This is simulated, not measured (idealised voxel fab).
process module | voxel trench capacitor
cross-section cut | 160 nm wide | cells 5 nm
A cross-section is a grid of square cells, given in bands from the top down. A band is one or more rows of cells.
Each band's line starts with the height of the band's top and of its bottom, in nm. Then come its materials from left to right, each with its width in nm. One material with "throughout" fills the band from edge to edge. "air" is empty space.
Height 0 is the level under which the wafer as received is all one material. The lowest band goes on downwards, as in "0 down".
A width such as "30 to 40" changes by the same amount from each row of cells to the next, from the band's top row to its bottom row.
"no change" after a step means that no cell of the cross-section changed.
closed voids: empty space of 8 cells or more with no open way to the top, each as width x height at its distance from the left edge, in nm
after a step's settings: what the simulator itself notes on the step
overlay nm, on a step with a mask: how far to the right of its planned place the mask lay; to the left if negative
plan
1 op RECEIVE | material Si
2 op CONFORMAL_DEP | material SiN | thk nm 5
3 op DIRECTIONAL_DEP | material aC | thk nm 15
4 op PATTERN | tone open | mask id TRENCH | material resist | width nm 20 | pitch nm 40 | thk nm 35 | overlay nm 0
5 op DIRECTIONAL_ETCH | etch materials aC | depth nm 15
6 op STRIP | etch materials resist
7 op DIRECTIONAL_ETCH | etch materials SiN | depth nm 5
8 op DIRECTIONAL_ETCH | etch materials Si | depth nm 30
9 op STRIP | etch materials aC
10 op CONFORMAL_DEP | material SiO2 | thk nm 5
11 op FILL_DEP | material polySi | thk nm 10
12 op CMP | height nm -5
varied across the wafers: height nm of step 12. The plan shows the first wafer's value. All wafers start alike
first wafer as received, after step 1
  0 down: Si throughout
  closed voids: none
first wafer at the end, after step 12
  -5 to -25: Si 30 | SiO2 5 | polySi 10 | SiO2 5 | Si 20 | SiO2 5 | polySi 10 | SiO2 5 | Si 20 | SiO2 5 | polySi 10 | SiO2 5 | Si 30
  -25 to -30: Si 30 | SiO2 20 | Si 20 | SiO2 20 | Si 20 | SiO2 20 | Si 30
  -30 down: Si throughout
  closed voids: none
last wafer at the end
  20 to 10: polySi throughout
  10 to 5: SiO2 35 | polySi 10 | SiO2 30 | polySi 10 | SiO2 30 | polySi 10 | SiO2 35
  5 to 0: SiN 30 | SiO2 5 | polySi 10 | SiO2 5 | SiN 20 | SiO2 5 | polySi 10 | SiO2 5 | SiN 20 | SiO2 5 | polySi 10 | SiO2 5 | SiN 30
  0 to -25: Si 30 | SiO2 5 | polySi 10 | SiO2 5 | Si 20 | SiO2 5 | polySi 10 | SiO2 5 | Si 20 | SiO2 5 | polySi 10 | SiO2 5 | Si 30
  -25 to -30: Si 30 | SiO2 20 | Si 20 | SiO2 20 | Si 20 | SiO2 20 | Si 30
  -30 down: Si throughout
  closed voids: none
each wafer at the end: cells of each material gained (+) or lost (-) since it was received, then its closed voids
height nm -5 | -92 Si | +36 SiO2 | +24 polySi | closed voids: none
height nm 0 | -72 Si | +42 SiO2 | +30 polySi | closed voids: none
height nm 5 | -72 Si | +20 SiN | +48 SiO2 | +36 polySi | closed voids: none
height nm 10 | -72 Si | +20 SiN | +74 SiO2 | +42 polySi | closed voids: none
height nm 15 | -72 Si | +20 SiN | +74 SiO2 | +74 polySi | closed voids: none
height nm 20 | -72 Si | +20 SiN | +74 SiO2 | +106 polySi | closed voids: none
